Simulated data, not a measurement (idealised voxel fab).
This section sets out a process module, namely voxel gate over fins.
Square cell edge 5 nm, section width 205 nm, ID cut.
Cross-section format: a grid of square cells, given as bands from top to bottom; each band is one or more rows of cells. Look at the band entry: it leads with the top's height and the bottom's height in nm. Then it lists the materials left to right, with a width in nm for each. The word "all across" on a single material says that material fills the band edge to edge. The word "empty" is empty space. The reference from which all heights are counted is 0, the level beneath which the as-received wafer is entirely one material; the lowest band, having no lower bound, proceeds downward and is written after the example "0..down". The notation "30 to 40" denotes a width that varies across the rows of cells in the band, beginning at the first number in the top row, finishing at the second number in the bottom row, and changing by an identical amount from each row to the next. You'll sometimes find "remains unaltered" written for a step, and that's the way of saying that nowhere in the cross-section did a cell change during that step. For the entry "Enclosed void entries", the listed items are empty spaces with no open way to the top whose size is 8 cells or more; each item follows the pattern width x height at distance, where distance is from the left edge and all three are in nm. On each step's line, the part that comes after the settings is the simulator's own comment on the step. overlay nm: how far to the right of its planned place the mask lay on this masked step (negative: to the left).

PROCESS STEPS FORESEEN IN THE PLAN
1: RECEIVE,material Si
2: CONFORMAL_DEP,material SiN,thk nm 5
3: MASKED_ETCH,tone cover,mask id FINS,width nm 15,pitch nm 40,etch materials SiN,depth nm 5,overlay nm 0
4: MASKED_ETCH,tone cover,mask id FINS,width nm 15,pitch nm 40,etch materials Si,depth nm 40,overlay nm 0
5: OXIDIZE,depth nm 5
6: FILL_DEP,material SiO2,thk nm 5
7: CMP,height nm 5
8: SELECTIVE_ETCH,etch materials SiO2,depth nm 15
9: STRIP,etch materials SiN
10: CONFORMAL_DEP,material HfO2,thk nm 5
11: CONFORMAL_DEP,material TiN,thk nm 5
12: FILL_DEP,material W,thk nm 15
13: CMP,height nm 20
14: CONFORMAL_DEP,material SiCN,thk nm 10

FIRST OF TWO WAFERS, WITH THE RUN CARRIED OUT AS PLANNED

CROSS-SECTION, INCOMING MATERIAL, AFTER STEP 1
- 0..down | Si all across
- Enclosed void entries: none

CROSS-SECTION: WAFER STATE AFTER STEP 2
- 5..0 | SiN all across
- Lower than 0, everything is as it was.

CROSS-SECTION: WAFER STATE AFTER STEP 3
- 5..0 | 75 nm empty, 15 nm SiN, 25 nm empty, 15 nm SiN, 75 nm empty
- Lower than 0, everything is as it was.

CROSS-SECTION: WAFER STATE AFTER STEP 4
- 5..0 | 75 nm empty, 15 nm SiN, 25 nm empty, 15 nm SiN, 75 nm empty
- 0..-40 | 75 nm empty, 15 nm Si, 25 nm empty, 15 nm Si, 75 nm empty
- Lower than -40, everything is as it was.

CROSS-SECTION: WAFER STATE AFTER STEP 5
- 5..0 | 75 nm empty, 15 nm SiN, 25 nm empty, 15 nm SiN, 75 nm empty
- 0..-40 | 75 nm empty, 5 nm SiO2, 5 nm Si, 5 nm SiO2, 25 nm empty, 5 nm SiO2, 5 nm Si, 5 nm SiO2, 75 nm empty
- -40..-45 | 80 nm SiO2, 5 nm Si, 35 nm SiO2, 5 nm Si, 80 nm SiO2
- Lower than -45, everything is as it was.

CROSS-SECTION: WAFER STATE AFTER STEP 6
- 10..5 | SiO2 all across
- 5..0 | 75 nm SiO2, 15 nm SiN, 25 nm SiO2, 15 nm SiN, 75 nm SiO2
- 0..-45 | 80 nm SiO2, 5 nm Si, 35 nm SiO2, 5 nm Si, 80 nm SiO2
- Lower than -45, everything is as it was.

CROSS-SECTION: WAFER STATE AFTER STEP 7
- 5..0 | 75 nm SiO2, 15 nm SiN, 25 nm SiO2, 15 nm SiN, 75 nm SiO2
- Lower than 0, everything is as it was.

CROSS-SECTION: WAFER STATE AFTER STEP 8
- 5..0 | 75 nm empty, 15 nm SiN, 25 nm empty, 15 nm SiN, 75 nm empty
- 0..-10 | 80 nm empty, 5 nm Si, 35 nm empty, 5 nm Si, 80 nm empty
- Lower than -10, everything is as it was.

CROSS-SECTION: WAFER STATE AFTER STEP 9
- 0..-10 | 80 nm empty, 5 nm Si, 35 nm empty, 5 nm Si, 80 nm empty
- Lower than -10, everything is as it was.

CROSS-SECTION: WAFER STATE AFTER STEP 10
- 5..0 | 75 nm empty, 15 nm HfO2, 25 nm empty, 15 nm HfO2, 75 nm empty
- 0..-5 | 75 nm empty, 5 nm HfO2, 5 nm Si, 5 nm HfO2, 25 nm empty, 5 nm HfO2, 5 nm Si, 5 nm HfO2, 75 nm empty
- -5..-10 | 80 nm HfO2, 5 nm Si, 35 nm HfO2, 5 nm Si, 80 nm HfO2
- Lower than -10, everything is as it was.

CROSS-SECTION: WAFER STATE AFTER STEP 11
- 10..5 | 70 nm empty, 25 nm TiN, 15 nm empty, 25 nm TiN, 70 nm empty
- 5..0 | 70 nm empty, 5 nm TiN, 15 nm HfO2, 5 nm TiN, 15 nm empty, 5 nm TiN, 15 nm HfO2, 5 nm TiN, 70 nm empty
- 0..-5 | 75 nm TiN, 5 nm HfO2, 5 nm Si, 5 nm HfO2, 25 nm TiN, 5 nm HfO2, 5 nm Si, 5 nm HfO2, 75 nm TiN
- Lower than -5, everything is as it was.

CROSS-SECTION: WAFER STATE AFTER STEP 12
- 25..10 | W all across
- 10..5 | 70 nm W, 25 nm TiN, 15 nm W, 25 nm TiN, 70 nm W
- 5..0 | 70 nm W, 5 nm TiN, 15 nm HfO2, 5 nm TiN, 15 nm W, 5 nm TiN, 15 nm HfO2, 5 nm TiN, 70 nm W
- Lower than 0, everything is as it was.

CROSS-SECTION: WAFER STATE AFTER STEP 13
- 20..10 | W all across
- Lower than 10, everything is as it was.

CROSS-SECTION: WAFER STATE AFTER STEP 14
- 30..20 | SiCN all across
- Lower than 20, everything is as it was.

SECOND OF TWO: SAME START, SAME PLAN, ONE RUN ERROR; STEPS UP TO AND INCLUDING 10 MATCH THE FIRST

SECOND WAFER: CROSS-SECTION AT THE SCHEDULED END OF STEP 11
- 10..5 | 70 nm empty, 25 nm SiCN, 15 nm empty, 25 nm SiCN, 70 nm empty
- 5..0 | 70 nm empty, 5 nm SiCN, 15 nm HfO2, 5 nm SiCN, 15 nm empty, 5 nm SiCN, 15 nm HfO2, 5 nm SiCN, 70 nm empty
- 0..-5 | 75 nm SiCN, 5 nm HfO2, 5 nm Si, 5 nm HfO2, 25 nm SiCN, 5 nm HfO2, 5 nm Si, 5 nm HfO2, 75 nm SiCN
- Lower than -5, everything is as it was.

SECOND WAFER: CROSS-SECTION AT THE SCHEDULED END OF STEP 12
- 25..10 | W all across
- 10..5 | 70 nm W, 25 nm SiCN, 15 nm W, 25 nm SiCN, 70 nm W
- 5..0 | 70 nm W, 5 nm SiCN, 15 nm HfO2, 5 nm SiCN, 15 nm W, 5 nm SiCN, 15 nm HfO2, 5 nm SiCN, 70 nm W
- Lower than 0, everything is as it was.

SECOND WAFER: CROSS-SECTION AT THE SCHEDULED END OF STEP 13
- 20..10 | W all across
- Lower than 10, everything is as it was.

SECOND WAFER: CROSS-SECTION AT THE SCHEDULED END OF STEP 14
- 30..20 | SiCN all across
- Lower than 20, everything is as it was.
Which mistake was made when the wafer was run? so step 11 ended up running with a different setting than we planned, it ran as CONFORMAL_DEP,material SiCN,thk nm 5
Looking at both finished wafers in cells, the second ends up ahead of or behind the first on some materials: SiCN: 49 more, TiN: 49 fewer
